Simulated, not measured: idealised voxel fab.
Process module under the name voxel gate over fins
Square cells of 5 nm make up the cross-section cut, whose width is 250 nm.
We lay out every cross-section as a grid of square cells and spell it out in bands from the top down, where one band means one or more rows of cells.
A band entry consists of two parts. The first gives the height of the band's top and the height of its bottom, in nm. The rest lists the band's materials from left to right, each with its width in nm. A single material labelled with the word "edge to edge" fills the band from edge to edge, and the word "empty" marks empty space.
Note: height 0 marks the level under which the wafer is uniformly one material as received. Lowest band unbounded below, written "0 down".
The expression "30..40" gives the width at the extremes of the band, the first number at its top row of cells and the second at its bottom row, with the width changing by equal amounts from each row to the next in between.
Where a step carries "no alteration", the cross-section came out of it unchanged, cell for cell.
Basically, "Closed void listing" tells you about the enclosed voids: empty spaces with no open way to the top, 8 cells or bigger, each written width x height at distance, where distance is from the left edge, all in nm.
On a step's line, text after the settings is the simulator commenting on that step.
The setting "overlay nm" may be written on the line of a step. When the step uses a mask, the value reports how far to the right of the planned place the mask lay, and a negative value reports that it lay to the left.
### Steps in the process plan
1: RECEIVE with material Si
2: CONFORMAL_DEP with material SiN, thk nm 5
3: PATTERN with tone cover, mask id FINS, material resist, width nm 15, pitch nm 50, thk nm 20, overlay nm 0
4: DIRECTIONAL_ETCH with etch materials SiN, depth nm 5
5: DIRECTIONAL_ETCH with etch materials Si, depth nm 35
6: STRIP with etch materials resist
7: OXIDIZE with depth nm 5
8: FILL_DEP with material SiO2, thk nm 15
9: CMP with height nm 5
10: PATTERN with tone open, mask id RAIL, material resist, width nm 15, thk nm 20, overlay nm 0
11: DIRECTIONAL_ETCH with etch materials SiO2, depth nm 35
12: STRIP with etch materials resist
13: CONFORMAL_DEP with material TiN, thk nm 5
14: FILL_DEP with material W, thk nm 5
15: CMP with height nm 5
16: SELECTIVE_ETCH with etch materials W Ru TiN, depth nm 25
17: FILL_DEP with material SiO2, thk nm 5
18: CMP with height nm 5
19: SELECTIVE_ETCH with etch materials SiO2, depth nm 20
20: STRIP with etch materials SiN
21: CONFORMAL_DEP with material HfO2, thk nm 5
22: CONFORMAL_DEP with material TiN, thk nm 5
23: FILL_DEP with material W, thk nm 10
24: CMP with height nm 15
25: CONFORMAL_DEP with material SiN, thk nm 5
### What follows covers the first of two wafers; it ran as planned
### So this is the incoming wafer in cross-section - it's already been through step 1
> 0 down: Si edge to edge
> Closed void listing: none
### Step 2 done - wafer cross-section
> 5 to 0: SiN edge to edge
> Anything lower than 0 is untouched.
### Step 3 done - wafer cross-section
> 25 to 5: 65 empty | 15 resist | 35 empty | 15 resist | 35 empty | 15 resist | 70 empty
> Anything lower than 5 is untouched.
### Step 4 done - wafer cross-section
> 25 to 5: 65 empty | 15 resist | 35 empty | 15 resist | 35 empty | 15 resist | 70 empty
> 5 to 0: 65 empty | 15 SiN | 35 empty | 15 SiN | 35 empty | 15 SiN | 70 empty
> Anything lower than 0 is untouched.
### Step 5 done - wafer cross-section
> 25 to 5: 65 empty | 15 resist | 35 empty | 15 resist | 35 empty | 15 resist | 70 empty
> 5 to 0: 65 empty | 15 SiN | 35 empty | 15 SiN | 35 empty | 15 SiN | 70 empty
> 0 to -35: 65 empty | 15 Si | 35 empty | 15 Si | 35 empty | 15 Si | 70 empty
> Anything lower than -35 is untouched.
### Step 6 done - wafer cross-section
> 5 to 0: 65 empty | 15 SiN | 35 empty | 15 SiN | 35 empty | 15 SiN | 70 empty
> Anything lower than 0 is untouched.
### Step 7 done - wafer cross-section
> 5 to 0: 65 empty | 15 SiN | 35 empty | 15 SiN | 35 empty | 15 SiN | 70 empty
> 0 to -35: 65 empty | 5 SiO2 | 5 Si | 5 SiO2 | 35 empty | 5 SiO2 | 5 Si | 5 SiO2 | 35 empty | 5 SiO2 | 5 Si | 5 SiO2 | 70 empty
> -35 to -40: 70 SiO2 | 5 Si | 45 SiO2 | 5 Si | 45 SiO2 | 5 Si | 75 SiO2
> Anything lower than -40 is untouched.
### Step 8 done - wafer cross-section
> 20 to 5: SiO2 edge to edge
> 5 to 0: 65 SiO2 | 15 SiN | 35 SiO2 | 15 SiN | 35 SiO2 | 15 SiN | 70 SiO2
> 0 to -40: 70 SiO2 | 5 Si | 45 SiO2 | 5 Si | 45 SiO2 | 5 Si | 75 SiO2
> Anything lower than -40 is untouched.
### Step 9 done - wafer cross-section
> 5 to 0: 65 SiO2 | 15 SiN | 35 SiO2 | 15 SiN | 35 SiO2 | 15 SiN | 70 SiO2
> Anything lower than 0 is untouched.
### Step 10 done - wafer cross-section
> 25 to 5: 90 resist | 15 empty | 145 resist
> Anything lower than 5 is untouched.
### Step 11 done - wafer cross-section
> 25 to 5: 90 resist | 15 empty | 145 resist
> 5 to 0: 65 SiO2 | 15 SiN | 10 SiO2 | 15 empty | 10 SiO2 | 15 SiN | 35 SiO2 | 15 SiN | 70 SiO2
> 0 to -30: 70 SiO2 | 5 Si | 15 SiO2 | 15 empty | 15 SiO2 | 5 Si | 45 SiO2 | 5 Si | 75 SiO2
> Anything lower than -30 is untouched.
### Step 12 done - wafer cross-section
> 5 to 0: 65 SiO2 | 15 SiN | 10 SiO2 | 15 empty | 10 SiO2 | 15 SiN | 35 SiO2 | 15 SiN | 70 SiO2
> Anything lower than 0 is untouched.
### Step 13 done - wafer cross-section
> 10 to 5: 95 TiN | 5 empty | 150 TiN
> 5 to 0: 65 SiO2 | 15 SiN | 10 SiO2 | 5 TiN | 5 empty | 5 TiN | 10 SiO2 | 15 SiN | 35 SiO2 | 15 SiN | 70 SiO2
> 0 to -25: 70 SiO2 | 5 Si | 15 SiO2 | 5 TiN | 5 empty | 5 TiN | 15 SiO2 | 5 Si | 45 SiO2 | 5 Si | 75 SiO2
> -25 to -30: 70 SiO2 | 5 Si | 15 SiO2 | 15 TiN | 15 SiO2 | 5 Si | 45 SiO2 | 5 Si | 75 SiO2
> Anything lower than -30 is untouched.
### Step 14 done - wafer cross-section
> 15 to 10: W edge to edge
> 10 to 5: 95 TiN | 5 W | 150 TiN
> 5 to 0: 65 SiO2 | 15 SiN | 10 SiO2 | 5 TiN | 5 W | 5 TiN | 10 SiO2 | 15 SiN | 35 SiO2 | 15 SiN | 70 SiO2
> 0 to -25: 70 SiO2 | 5 Si | 15 SiO2 | 5 TiN | 5 W | 5 TiN | 15 SiO2 | 5 Si | 45 SiO2 | 5 Si | 75 SiO2
> Anything lower than -25 is untouched.
### Step 15 done - wafer cross-section
> 5 to 0: 65 SiO2 | 15 SiN | 10 SiO2 | 5 TiN | 5 W | 5 TiN | 10 SiO2 | 15 SiN | 35 SiO2 | 15 SiN | 70 SiO2
> Anything lower than 0 is untouched.
### Step 16 done - wafer cross-section
> 5 to 0: 65 SiO2 | 15 SiN | 10 SiO2 | 15 empty | 10 SiO2 | 15 SiN | 35 SiO2 | 15 SiN | 70 SiO2
> 0 to -20: 70 SiO2 | 5 Si | 15 SiO2 | 15 empty | 15 SiO2 | 5 Si | 45 SiO2 | 5 Si | 75 SiO2
> Anything lower than -20 is untouched.
### Step 17 done - wafer cross-section
> 10 to 5: SiO2 edge to edge
> 5 to 0: 65 SiO2 | 15 SiN | 35 SiO2 | 15 SiN | 35 SiO2 | 15 SiN | 70 SiO2
> 0 to -20: 70 SiO2 | 5 Si | 45 SiO2 | 5 Si | 45 SiO2 | 5 Si | 75 SiO2
> Anything lower than -20 is untouched.
### Step 18 done - wafer cross-section
> 5 to 0: 65 SiO2 | 15 SiN | 35 SiO2 | 15 SiN | 35 SiO2 | 15 SiN | 70 SiO2
> Anything lower than 0 is untouched.
### Step 19 done - wafer cross-section
> 5 to 0: 65 empty | 15 SiN | 35 empty | 15 SiN | 35 empty | 15 SiN | 70 empty
> 0 to -15: 70 empty | 5 Si | 45 empty | 5 Si | 45 empty | 5 Si | 75 empty
> Anything lower than -15 is untouched.
### Step 20 done - wafer cross-section
> 0 to -15: 70 empty | 5 Si | 45 empty | 5 Si | 45 empty | 5 Si | 75 empty
> Anything lower than -15 is untouched.
### Step 21 done - wafer cross-section
> 5 to 0: 65 empty | 15 HfO2 | 35 empty | 15 HfO2 | 35 empty | 15 HfO2 | 70 empty
> 0 to -10: 65 empty | 5 HfO2 | 5 Si | 5 HfO2 | 35 empty | 5 HfO2 | 5 Si | 5 HfO2 | 35 empty | 5 HfO2 | 5 Si | 5 HfO2 | 70 empty
> -10 to -15: 70 HfO2 | 5 Si | 45 HfO2 | 5 Si | 45 HfO2 | 5 Si | 75 HfO2
> Anything lower than -15 is untouched.
### Step 22 done - wafer cross-section
> 10 to 5: 60 empty | 25 TiN | 25 empty | 25 TiN | 25 empty | 25 TiN | 65 empty
> 5 to 0: 60 empty | 5 TiN | 15 HfO2 | 5 TiN | 25 empty | 5 TiN | 15 HfO2 | 5 TiN | 25 empty | 5 TiN | 15 HfO2 | 5 TiN | 65 empty
> 0 to -5: 60 empty | 5 TiN | 5 HfO2 | 5 Si | 5 HfO2 | 5 TiN | 25 empty | 5 TiN | 5 HfO2 | 5 Si | 5 HfO2 | 5 TiN | 25 empty | 5 TiN | 5 HfO2 | 5 Si | 5 HfO2 | 5 TiN | 65 empty
> -5 to -10: 65 TiN | 5 HfO2 | 5 Si | 5 HfO2 | 35 TiN | 5 HfO2 | 5 Si | 5 HfO2 | 35 TiN | 5 HfO2 | 5 Si | 5 HfO2 | 70 TiN
> Anything lower than -10 is untouched.
### Step 23 done - wafer cross-section
> 20 to 10: W edge to edge
> 10 to 5: 60 W | 25 TiN | 25 W | 25 TiN | 25 W | 25 TiN | 65 W
> 5 to 0: 60 W | 5 TiN | 15 HfO2 | 5 TiN | 25 W | 5 TiN | 15 HfO2 | 5 TiN | 25 W | 5 TiN | 15 HfO2 | 5 TiN | 65 W
> 0 to -5: 60 W | 5 TiN | 5 HfO2 | 5 Si | 5 HfO2 | 5 TiN | 25 W | 5 TiN | 5 HfO2 | 5 Si | 5 HfO2 | 5 TiN | 25 W | 5 TiN | 5 HfO2 | 5 Si | 5 HfO2 | 5 TiN | 65 W
> Anything lower than -5 is untouched.
### Step 24 done - wafer cross-section
> 15 to 10: W edge to edge
> Anything lower than 10 is untouched.
### Step 25 done - wafer cross-section
> 20 to 15: SiN edge to edge
> Anything lower than 15 is untouched.
### Second wafer. Start and plan as for the first. One mistake made in running. Agrees with the first up to and including step 15
### Planned end of step 16: second wafer, cross-section
> 5 to 0: 65 SiO2 | 15 SiN | 10 SiO2 | 5 TiN | 5 empty | 5 TiN | 10 SiO2 | 15 SiN | 35 SiO2 | 15 SiN | 70 SiO2
> 0 to -20: 70 SiO2 | 5 Si | 15 SiO2 | 5 TiN | 5 empty | 5 TiN | 15 SiO2 | 5 Si | 45 SiO2 | 5 Si | 75 SiO2
> Anything lower than -20 is untouched.
### Planned end of step 17: second wafer, cross-section
> 10 to 5: SiO2 edge to edge
> 5 to 0: 65 SiO2 | 15 SiN | 10 SiO2 | 5 TiN | 5 SiO2 | 5 TiN | 10 SiO2 | 15 SiN | 35 SiO2 | 15 SiN | 70 SiO2
> 0 to -20: 70 SiO2 | 5 Si | 15 SiO2 | 5 TiN | 5 SiO2 | 5 TiN | 15 SiO2 | 5 Si | 45 SiO2 | 5 Si | 75 SiO2
> Anything lower than -20 is untouched.
### Planned end of step 18: second wafer, cross-section
> 5 to 0: 65 SiO2 | 15 SiN | 10 SiO2 | 5 TiN | 5 SiO2 | 5 TiN | 10 SiO2 | 15 SiN | 35 SiO2 | 15 SiN | 70 SiO2
> Anything lower than 0 is untouched.
### Planned end of step 19: second wafer, cross-section
> 5 to 0: 65 empty | 15 SiN | 10 empty | 5 TiN | 5 empty | 5 TiN | 10 empty | 15 SiN | 35 empty | 15 SiN | 70 empty
> 0 to -15: 70 empty | 5 Si | 15 empty | 5 TiN | 5 empty | 5 TiN | 15 empty | 5 Si | 45 empty | 5 Si | 75 empty
> Anything lower than -15 is untouched.
### Planned end of step 20: second wafer, cross-section
> 5 to 0: 90 empty | 5 TiN | 5 empty | 5 TiN | 145 empty
> Anything lower than 0 is untouched.
### Planned end of step 21: second wafer, cross-section
> 10 to 5: 85 empty | 25 HfO2 | 140 empty
> 5 to 0: 65 empty | 15 HfO2 | 5 empty | 5 HfO2 | 5 TiN | 5 HfO2 | 5 TiN | 5 HfO2 | 5 empty | 15 HfO2 | 35 empty | 15 HfO2 | 70 empty
> 0 to -10: 65 empty | 5 HfO2 | 5 Si | 5 HfO2 | 5 empty | 5 HfO2 | 5 TiN | 5 HfO2 | 5 TiN | 5 HfO2 | 5 empty | 5 HfO2 | 5 Si | 5 HfO2 | 35 empty | 5 HfO2 | 5 Si | 5 HfO2 | 70 empty
> -10 to -15: 70 HfO2 | 5 Si | 15 HfO2 | 5 TiN | 5 HfO2 | 5 TiN | 15 HfO2 | 5 Si | 45 HfO2 | 5 Si | 75 HfO2
> Anything lower than -15 is untouched.
### Planned end of step 22: second wafer, cross-section
> 15 to 10: 80 empty | 35 TiN | 135 empty
> 10 to 5: 60 empty | 25 TiN | 25 HfO2 | 25 TiN | 25 empty | 25 TiN | 65 empty
> 5 to 0: 60 empty | 5 TiN | 15 HfO2 | 5 TiN | 5 HfO2 | 5 TiN | 5 HfO2 | 5 TiN | 5 HfO2 | 5 TiN | 15 HfO2 | 5 TiN | 25 empty | 5 TiN | 15 HfO2 | 5 TiN | 65 empty
> 0 to -5: 60 empty | 5 TiN | 5 HfO2 | 5 Si | 5 HfO2 | 5 TiN | 5 HfO2 | 5 TiN | 5 HfO2 | 5 TiN | 5 HfO2 | 5 TiN | 5 HfO2 | 5 Si | 5 HfO2 | 5 TiN | 25 empty | 5 TiN | 5 HfO2 | 5 Si | 5 HfO2 | 5 TiN | 65 empty
> -5 to -10: 65 TiN | 5 HfO2 | 5 Si | 5 HfO2 | 5 TiN | 5 HfO2 | 5 TiN | 5 HfO2 | 5 TiN | 5 HfO2 | 5 TiN | 5 HfO2 | 5 Si | 5 HfO2 | 35 TiN | 5 HfO2 | 5 Si | 5 HfO2 | 70 TiN
> Anything lower than -10 is untouched.
### Planned end of step 23: second wafer, cross-section
> 25 to 15: W edge to edge
> 15 to 10: 80 W | 35 TiN | 135 W
> 10 to 5: 60 W | 25 TiN | 25 HfO2 | 25 TiN | 25 W | 25 TiN | 65 W
> 5 to 0: 60 W | 5 TiN | 15 HfO2 | 5 TiN | 5 HfO2 | 5 TiN | 5 HfO2 | 5 TiN | 5 HfO2 | 5 TiN | 15 HfO2 | 5 TiN | 25 W | 5 TiN | 15 HfO2 | 5 TiN | 65 W
> 0 to -5: 60 W | 5 TiN | 5 HfO2 | 5 Si | 5 HfO2 | 5 TiN | 5 HfO2 | 5 TiN | 5 HfO2 | 5 TiN | 5 HfO2 | 5 TiN | 5 HfO2 | 5 Si | 5 HfO2 | 5 TiN | 25 W | 5 TiN | 5 HfO2 | 5 Si | 5 HfO2 | 5 TiN | 65 W
> Anything lower than -5 is untouched.
### Planned end of step 24: second wafer, cross-section
> 15 to 10: 80 W | 35 TiN | 135 W
> Anything lower than 10 is untouched.
### Planned end of step 25: second wafer, cross-section
> 20 to 15: SiN edge to edge
> Anything lower than 15 is untouched.
Want to know what went wrong? step 16 did not happen as planned, as run it was SELECTIVE_ETCH with etch materials W, depth nm 25
Materials where the second wafer ends with more or fewer cells than the first: 12 more of HfO2; 2 fewer of SiO2; 12 more of TiN; 22 fewer of W
